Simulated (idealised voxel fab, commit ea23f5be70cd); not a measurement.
voxel self aligned vias: a process module
Shown is cross-section cut, with a width of 225 nm and square cells of size 5 nm.
Cross-sections here: square-cell grids, written as top-down lists of bands, a band being one or more rows of cells. Per band: top height and bottom height in nm, followed by the left-to-right materials and their widths in nm; "all across" marks a single material spanning edge to edge, "blank" marks empty space. Heights are expressed relative to 0, this being the level below which the as-received wafer comprises one material exclusively. The lowest band is unbounded in the downward direction and is denoted as in "from 0 down". When a width is written as two numbers, as in "30 to 40", the first number is the width in the top row of cells of the band and the second is the width in its bottom row, and the width changes by the same amount from each row to the next. Where a step carries "no alterations made", the cross-section came out of it unchanged, cell for cell. Entry "Unvented cavities". Content: empty spaces with no open connection to the top, size 8 cells or greater. Each: width x height at distance. Distance: from left edge. Unit: nm. after a step's settings: what the simulator itself notes on the step. On any step carrying a mask, the "overlay nm" setting, if present on the step's line, tells how far right of its planned place the mask lay; negative values point to the left.

### Steps in the process plan
- 1: RECEIVE,material Si
- 2: CONFORMAL_DEP,material SiO2,thk nm 10
- 3: CONFORMAL_DEP,material SiCN,thk nm 5
- 4: DIRECTIONAL_DEP,material lowk,thk nm 20
- 5: MASKED_ETCH,tone open,mask id LINES,width nm 30,pitch nm 55,etch materials lowk,depth nm 20,overlay nm 0
- 6: CONFORMAL_DEP,material TiN,thk nm 5
- 7: FILL_DEP,material Ru,thk nm 10
- 8: CMP,height nm 35
- 9: SELECTIVE_ETCH,etch materials W Ru TiN,depth nm 5
- 10: FILL_DEP,material SiN,thk nm 5
- 11: CMP,height nm 35
- 12: DIRECTIONAL_DEP,material lowk,thk nm 15
- 13: DIRECTIONAL_DEP,material aC,thk nm 10
- 14: PATTERN,tone open,mask id VIAS,material resist,width nm 40,pitch nm 55,thk nm 30,overlay nm 0
- 15: DIRECTIONAL_ETCH,etch materials aC,depth nm 10
- 16: STRIP,etch materials resist
- 17: DIRECTIONAL_ETCH,etch materials lowk,depth nm 15
- 18: DIRECTIONAL_ETCH,etch materials SiN,depth nm 5
- 19: STRIP,etch materials aC
- 20: CONFORMAL_DEP,material TiN,thk nm 5
- 21: FILL_DEP,material Ru,thk nm 10
- 22: CMP,height nm 50
- 23: CONFORMAL_DEP,material SiN,thk nm 5

### As received (post step 1): cross-section
    from 0 down: Si all across
    Unvented cavities: none

### Cross-sectional image of the first of two wafers at the end of the module, the run having proceeded as planned
    from 55 to 50: SiN all across
    from 50 to 40: lowk 35 / TiN 5 / Ru 30 / TiN 5 / lowk 15 / TiN 5 / Ru 30 / TiN 5 / lowk 15 / TiN 5 / Ru 30 / TiN 5 / lowk 40
    from 40 to 35: lowk 35 / TiN 10 / Ru 20 / TiN 10 / lowk 15 / TiN 10 / Ru 20 / TiN 10 / lowk 15 / TiN 10 / Ru 20 / TiN 10 / lowk 40
    from 35 to 30: lowk 40 / TiN 30 / lowk 25 / TiN 30 / lowk 25 / TiN 30 / lowk 45
    from 30 to 20: lowk 40 / TiN 5 / Ru 20 / TiN 5 / lowk 25 / TiN 5 / Ru 20 / TiN 5 / lowk 25 / TiN 5 / Ru 20 / TiN 5 / lowk 45
    from 20 to 15: lowk 40 / TiN 30 / lowk 25 / TiN 30 / lowk 25 / TiN 30 / lowk 45
    from 15 to 10: SiCN all across
    from 10 to 0: SiO2 all across
    from 0 down: Si all across
    Unvented cavities: none

### Here is the second of the two wafers cut open at the end of the module - same start, same plan as the first one, but we made one mistake running it
    from 55 to 50: SiN all across
    from 50 to 40: lowk 35 / TiN 5 / Ru 30 / TiN 5 / lowk 15 / TiN 5 / Ru 30 / TiN 5 / lowk 15 / TiN 5 / Ru 30 / TiN 5 / lowk 40
    from 40 to 35: lowk 35 / TiN 15 / Ru 10 / TiN 15 / lowk 15 / TiN 15 / Ru 10 / TiN 15 / lowk 15 / TiN 15 / Ru 10 / TiN 15 / lowk 40
    from 35 to 30: lowk 45 / TiN 20 / lowk 35 / TiN 20 / lowk 35 / TiN 20 / lowk 50
    from 30 to 20: lowk 45 / TiN 5 / Ru 10 / TiN 5 / lowk 35 / TiN 5 / Ru 10 / TiN 5 / lowk 35 / TiN 5 / Ru 10 / TiN 5 / lowk 50
    from 20 to 15: lowk 45 / TiN 20 / lowk 35 / TiN 20 / lowk 35 / TiN 20 / lowk 50
    from 15 to 10: SiCN all across
    from 10 to 0: SiO2 all across
    from 0 down: Si all across
    Unvented cavities: none
What was the processing mistake? heads up, step 5 didn't go per plan, it actually ran as MASKED_ETCH,tone open,mask id LINES,width nm 20,pitch nm 55,etch materials lowk,depth nm 20,overlay nm 0
Count the cells at the end and the second wafer has more or fewer of some materials than the first: -18 Ru; -6 TiN; +24 lowk
